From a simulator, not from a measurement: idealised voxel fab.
This is a process module. Its name is voxel transistor to metal.
The cross-section shown here is cut; it is 140 nm wide and divided into square cells measuring 5 nm on a side.
In this document a cross-section is written as a grid of square cells. It is given as a series of bands, listed from the top down, and a band is one or more rows of cells.
For a band, the entry starts with two heights in nm, that of the top and then that of the bottom, and carries on with the band's materials in order from left to right, each alongside its width in nm; the word "everywhere" beside a single material means it fills the band edge to edge, and "air" means empty space.
Zero point of the height axis is 0; under it, received wafer = one material. Lowest band: continues down indefinitely, "from 0 down".
The width entry "30->40" should be interpreted row by row: the top row of cells in the band takes the first number, the bottom row takes the second number, and the change between adjacent rows is uniform throughout.
You'll sometimes find "no modification" written for a step, and that's the way of saying that nowhere in the cross-section did a cell change during that step.
Listed in "Closed void catalog": every empty space of 8 or more cells without an open way to the top. Form: width x height at distance, the distance being from the left edge, all in nm.
Formally, on a step line, whatever follows the settings is a remark that the simulator itself makes on the step.
You can add "overlay nm" to a step's line. For a step with a mask, it describes how far the mask lay to the right of its planned position, and a negative number describes a lay to the left.
Everything after this point is organized in pairs: a cross-section before one process step, a cross-section after it that shows only as deep as the lowest changed band, and, under the pair, the intervening step with its settings. Because different runs of this module on the same starting wafer can supply different pairs, a pair continues from the pair above it only if its entry headed "State before step" says so.

**State before step**
    from 135 to 120  aC everywhere
    from 120 to 85  Cu everywhere
    from 85 to 80  SiCN everywhere
    from 80 to 55  SiO2: 20 | TiN: 5 | Cu: 10 | TiN: 5 | SiO2: 55 | TiN: 5 | Cu: 10 | TiN: 5 | SiO2: 25
    from 55 to 50  SiN: 20 | TiN: 20 | SiN: 55 | TiN: 20 | SiN: 25
    from 50 to 35  SiO2: 20 | TiN: 5 | W: 10 | TiN: 5 | SiO2: 55 | TiN: 5 | W: 10 | TiN: 5 | SiO2: 25
    from 35 to 20  SiO2: 20 | TiN: 5 | W: 10 | TiN: 5 | SiO2: 10 | SiN: 5 | SiO2: 5 | SiCN: 15 | SiO2: 5 | SiN: 5 | SiO2: 10 | TiN: 5 | W: 10 | TiN: 5 | SiO2: 25
    from 20 to 0  SiO2: 20 | TiN: 5 | W: 10 | TiN: 5 | SiO2: 10 | SiN: 5 | SiO2: 5 | polySi: 15 | SiO2: 5 | SiN: 5 | SiO2: 10 | TiN: 5 | W: 10 | TiN: 5 | SiO2: 25
    from 0 to -5  SiO2: 20 | TiN: 5 | W: 10 | TiN: 5 | SiGe: 10 | SiN: 5 | SiO2: 5 | polySi: 15 | SiO2: 5 | SiN: 5 | SiGe: 10 | TiN: 5 | W: 10 | TiN: 5 | SiO2: 25
    from -5 to -10  SiO2: 20 | TiN: 20 | SiGe: 10 | SiO2: 35 | SiGe: 10 | TiN: 20 | SiO2: 25
    from -10 to -20  SiO2: 20 | SiGe: 30 | Si: 35 | SiGe: 30 | SiO2: 25
    from -20 to -35  SiO2: 20 | Si: 95 | SiO2: 25
    from -35 down  Si everywhere
    Closed void catalog: none

**Post-Step Section View**
    from 170 to 135  resist: 20 | air: 20 | resist: 55 | air: 20 | resist: 25
    Beneath the level 135, the cross-section is identical to its previous state.
    Closed void catalog: none
Looking at the two cross-sections above, the step in the middle is PATTERN, tone open, mask id METAL_2, material resist, width nm 20, pitch nm 75, thk nm 35, overlay nm 0

State before step: starting point is the after cross-section of the pair just above.

**Post-Step Section View**
    from 155 to 135  resist: 20 | air: 20 | resist: 55 | air: 20 | resist: 25
    from 135 to 120  aC: 20 | air: 20 | aC: 55 | air: 20 | aC: 25
    Beneath the level 120, the cross-section is identical to its previous state.
    Closed void catalog: none
Looking at the two cross-sections above, the step in the middle is DIRECTIONAL_ETCH, etch materials aC, depth nm 15

State before step: starting point is the after cross-section of the pair just above.

**Post-Step Section View**
    from 135 to 120  aC: 20 | air: 20 | aC: 55 | air: 20 | aC: 25
    Beneath the level 120, the cross-section is identical to its previous state.
    Closed void catalog: none
Looking at the two cross-sections above, the step in the middle is STRIP, etch materials resist

State before step: starting point is the after cross-section of the pair just above.

**Post-Step Section View**
    from 120 to 85  Cu everywhere
    Beneath the level 85, the cross-section is identical to its previous state.
    Closed void catalog: none
Looking at the two cross-sections above, the step in the middle is STRIP, etch materials aC

State before step: starting point is the after cross-section of the pair just above.

**Post-Step Section View**
    from 125 to 120  TiN everywhere
    Beneath the level 120, the cross-section is identical to its previous state.
    Closed void catalog: none
Looking at the two cross-sections above, the step in the middle is CONFORMAL_DEP, material TiN, thk nm 5

State before step: starting point is the after cross-section of the pair just above.

**Post-Step Section View**
    from 135 to 125  Ru everywhere
    Beneath the level 125, the cross-section is identical to its previous state.
    Closed void catalog: none
Looking at the two cross-sections above, the step in the middle is FILL_DEP, material Ru, thk nm 10

State before step: starting point is the after cross-section of the pair just above.

**Post-Step Section View**
    from 120 to 85  Cu everywhere
    Beneath the level 85, the cross-section is identical to its previous state.
    Closed void catalog: none
Looking at the two cross-sections above, the step in the middle is CMP, height nm 120

State before step: starting point is the after cross-section of the pair just above.

**Post-Step Section View**
    from 125 to 120  SiN everywhere
    Beneath the level 120, the cross-section is identical to its previous state.
    Closed void catalog: none
Looking at the two cross-sections above, the step in the middle is CONFORMAL_DEP, material SiN, thk nm 5

**State before step**
    from 80 to 55  SiO2 everywhere
    from 55 to 50  SiN everywhere
    from 50 to 35  SiO2: 20 | TiN: 5 | W: 10 | TiN: 5 | SiO2: 55 | TiN: 5 | W: 10 | TiN: 5 | SiO2: 25
    from 35 to 20  SiO2: 20 | TiN: 5 | W: 10 | TiN: 5 | SiO2: 10 | SiN: 5 | SiO2: 5 | SiCN: 15 | SiO2: 5 | SiN: 5 | SiO2: 10 | TiN: 5 | W: 10 | TiN: 5 | SiO2: 25
    from 20 to 0  SiO2: 20 | TiN: 5 | W: 10 | TiN: 5 | SiO2: 10 | SiN: 5 | SiO2: 5 | polySi: 15 | SiO2: 5 | SiN: 5 | SiO2: 10 | TiN: 5 | W: 10 | TiN: 5 | SiO2: 25
    from 0 to -5  SiO2: 20 | TiN: 5 | W: 10 | TiN: 5 | SiGe: 10 | SiN: 5 | SiO2: 5 | polySi: 15 | SiO2: 5 | SiN: 5 | SiGe: 10 | TiN: 5 | W: 10 | TiN: 5 | SiO2: 25
    from -5 to -10  SiO2: 20 | TiN: 20 | SiGe: 10 | SiO2: 35 | SiGe: 10 | TiN: 20 | SiO2: 25
    from -10 to -20  SiO2: 20 | SiGe: 30 | Si: 35 | SiGe: 30 | SiO2: 25
    from -20 to -35  SiO2: 20 | Si: 95 | SiO2: 25
    from -35 down  Si everywhere
    Closed void catalog: none

**Post-Step Section View**
    from 80 to 55  air: 20 | SiO2: 20 | air: 55 | SiO2: 20 | air: 25
    Beneath the level 55, the cross-section is identical to its previous state.
    Closed void catalog: none
Looking at the two cross-sections above, the step in the middle is MASKED_ETCH, tone cover, mask id METAL_1, width nm 20, pitch nm 75, etch materials SiO2, depth nm 25, overlay nm 0

State before step: starting point is the after cross-section of the pair just above.

**Post-Step Section View**
    from 85 to 80  air: 15 | TiN: 30 | air: 45 | TiN: 30 | air: 20
    from 80 to 60  air: 15 | TiN: 5 | SiO2: 20 | TiN: 5 | air: 45 | TiN: 5 | SiO2: 20 | TiN: 5 | air: 20
    from 60 to 55  TiN: 20 | SiO2: 20 | TiN: 55 | SiO2: 20 | TiN: 25
    Beneath the level 55, the cross-section is identical to its previous state.
    Closed void catalog: none
Looking at the two cross-sections above, the step in the middle is CONFORMAL_DEP, material TiN, thk nm 5

State before step: starting point is the after cross-section of the pair just above.

**Post-Step Section View**
    from 95 to 85  Cu everywhere
    from 85 to 80  Cu: 15 | TiN: 30 | Cu: 45 | TiN: 30 | Cu: 20
    from 80 to 60  Cu: 15 | TiN: 5 | SiO2: 20 | TiN: 5 | Cu: 45 | TiN: 5 | SiO2: 20 | TiN: 5 | Cu: 20
    Beneath the level 60, the cross-section is identical to its previous state.
    Closed void catalog: none
Looking at the two cross-sections above, the step in the middle is FILL_DEP, material Cu, thk nm 10

State before step: starting point is the after cross-section of the pair just above.

**Post-Step Section View**
    from 80 to 60  Cu: 15 | TiN: 5 | SiO2: 20 | TiN: 5 | Cu: 45 | TiN: 5 | SiO2: 20 | TiN: 5 | Cu: 20
    Beneath the level 60, the cross-section is identical to its previous state.
    Closed void catalog: none
Looking at the two cross-sections above, the step in the middle is CMP, height nm 80

State before step: starting point is the after cross-section of the pair just above.

**Post-Step Section View**
    from 85 to 80  SiCN everywhere
    Beneath the level 80, the cross-section is identical to its previous state.
    Closed void catalog: none
Looking at the two cross-sections above, the step in the middle is CONFORMAL_DEP, material SiCN, thk nm 5

State before step: starting point is the after cross-section of the pair just above.

**Post-Step Section View**
    from 120 to 85  SiO2 everywhere
    Beneath the level 85, the cross-section is identical to its previous state.
    Closed void catalog: none
Looking at the two cross-sections above, the step in the middle is DIRECTIONAL_DEP, material SiO2, thk nm 35

State before step: starting point is the after cross-section of the pair just above.

**Post-Step Section View**
    from 120 to 85  SiO2: 20 | air: 15 | SiO2: 60 | air: 15 | SiO2: 30
    Beneath the level 85, the cross-section is identical to its previous state.
    Closed void catalog: none
Looking at the two cross-sections above, the step in the middle is MASKED_ETCH, tone open, mask id METAL_2_HOLES, width nm 15, pitch nm 75, etch materials SiO2, depth nm 35, overlay nm 0

State before step: starting point is the after cross-section of the pair just above.

**Post-Step Section View**
    from 135 to 120  aC: 20 | air: 15 | aC: 60 | air: 15 | aC: 30
    from 120 to 100  SiO2: 20 | air: 15 | SiO2: 60 | air: 15 | SiO2: 30
    from 100 to 85  SiO2: 20 | aC: 15 | SiO2: 60 | aC: 15 | SiO2: 30
    Beneath the level 85, the cross-section is identical to its previous state.
    Closed void catalog: none
Looking at the two cross-sections above, the step in the middle is DIRECTIONAL_DEP, material aC, thk nm 15

State before step: starting point is the after cross-section of the pair just above.

**Post-Step Section View**
    from 170 to 135  resist: 20 | air: 20 | resist: 55 | air: 20 | resist: 25
    Beneath the level 135, the cross-section is identical to its previous state.
    Closed void catalog: none
Looking at the two cross-sections above, the step in the middle is PATTERN, tone open, mask id METAL_2, material resist, width nm 20, pitch nm 75, thk nm 35, overlay nm 0

State before step: starting point is the after cross-section of the pair just above.

**Post-Step Section View**
    from 155 to 135  resist: 20 | air: 20 | resist: 55 | air: 20 | resist: 25
    from 135 to 120  aC: 20 | air: 20 | aC: 55 | air: 20 | aC: 25
    from 120 to 85  SiO2: 20 | air: 15 | SiO2: 60 | air: 15 | SiO2: 30
    Beneath the level 85, the cross-section is identical to its previous state.
    Closed void catalog: none
Looking at the two cross-sections above, the step in the middle is DIRECTIONAL_ETCH, etch materials aC, depth nm 15

State before step: starting point is the after cross-section of the pair just above.

**Post-Step Section View**
    from 135 to 120  aC: 20 | air: 20 | aC: 55 | air: 20 | aC: 25
    Beneath the level 120, the cross-section is identical to its previous state.
    Closed void catalog: none
Looking at the two cross-sections above, the step in the middle is STRIP, etch materials resist

State before step: starting point is the after cross-section of the pair just above.

**Post-Step Section View**
    from 135 to 120  aC: 20 | air: 20 | aC: 55 | air: 20 | aC: 25
    from 120 to 100  SiO2: 20 | air: 20 | SiO2: 55 | air: 20 | SiO2: 25
    Beneath the level 100, the cross-section is identical to its previous state.
    Closed void catalog: none
Looking at the two cross-sections above, the step in the middle is DIRECTIONAL_ETCH, etch materials SiO2, depth nm 20

State before step: starting point is the after cross-section of the pair just above.

**Post-Step Section View**
    from 135 to 120  aC: 20 | air: 20 | aC: 55 | air: 20 | aC: 25
    from 120 to 100  SiO2: 20 | air: 20 | SiO2: 55 | air: 20 | SiO2: 25
    from 100 to 85  SiO2: 20 | air: 15 | SiO2: 60 | air: 15 | SiO2: 30
    from 85 to 80  SiCN: 20 | air: 15 | SiCN: 60 | air: 15 | SiCN: 30
    Beneath the level 80, the cross-section is identical to its previous state.
    Closed void catalog: none
Looking at the two cross-sections above, the step in the middle is DIRECTIONAL_ETCH, etch materials SiCN, depth nm 5

State before step: starting point is the after cross-section of the pair just above.

**Post-Step Section View**
    from 120 to 100  SiO2: 20 | air: 20 | SiO2: 55 | air: 20 | SiO2: 25
    Beneath the level 100, the cross-section is identical to its previous state.
    Closed void catalog: none
Looking at the two cross-sections above, the step in the middle is STRIP, etch materials aC

State before step: starting point is the after cross-section of the pair just above.

**Post-Step Section View**
    from 125 to 120  TiN: 25 | air: 10 | TiN: 65 | air: 10 | TiN: 30
    from 120 to 105  SiO2: 20 | TiN: 5 | air: 10 | TiN: 5 | SiO2: 55 | TiN: 5 | air: 10 | TiN: 5 | SiO2: 25
    from 105 to 100  SiO2: 20 | TiN: 5 | air: 5 | TiN: 10 | SiO2: 55 | TiN: 5 | air: 5 | TiN: 10 | SiO2: 25
    from 100 to 85  SiO2: 20 | TiN: 5 | air: 5 | TiN: 5 | SiO2: 60 | TiN: 5 | air: 5 | TiN: 5 | SiO2: 30
    from 85 to 80  SiCN: 20 | TiN: 15 | SiCN: 60 | TiN: 15 | SiCN: 30
    Beneath the level 80, the cross-section is identical to its previous state.
    Closed void catalog: none
Looking at the two cross-sections above, the step in the middle is CONFORMAL_DEP, material TiN, thk nm 5

State before step: starting point is the after cross-section of the pair just above.

**Post-Step Section View**
    from 135 to 125  Ru everywhere
    from 125 to 120  TiN: 25 | Ru: 10 | TiN: 65 | Ru: 10 | TiN: 30
    from 120 to 105  SiO2: 20 | TiN: 5 | Ru: 10 | TiN: 5 | SiO2: 55 | TiN: 5 | Ru: 10 | TiN: 5 | SiO2: 25
    from 105 to 100  SiO2: 20 | TiN: 5 | Ru: 5 | TiN: 10 | SiO2: 55 | TiN: 5 | Ru: 5 | TiN: 10 | SiO2: 25
    from 100 to 85  SiO2: 20 | TiN: 5 | Ru: 5 | TiN: 5 | SiO2: 60 | TiN: 5 | Ru: 5 | TiN: 5 | SiO2: 30
    Beneath the level 85, the cross-section is identical to its previous state.
    Closed void catalog: none
Looking at the two cross-sections above, the step in the middle is FILL_DEP, material Ru, thk nm 10

State before step: starting point is the after cross-section of the pair just above.

**Post-Step Section View**
    from 120 to 105  SiO2: 20 | TiN: 5 | Ru: 10 | TiN: 5 | SiO2: 55 | TiN: 5 | Ru: 10 | TiN: 5 | SiO2: 25
    Beneath the level 105, the cross-section is identical to its previous state.
    Closed void catalog: none
Looking at the two cross-sections above, the step in the middle is CMP, height nm 120

State before step: starting point is the after cross-section of the pair just above.

**Post-Step Section View**
    from 125 to 120  SiN everywhere
    Beneath the level 120, the cross-section is identical to its previous state.
    Closed void catalog: none
Looking at the two cross-sections above, the step in the middle is CONFORMAL_DEP, material SiN, thk nm 5
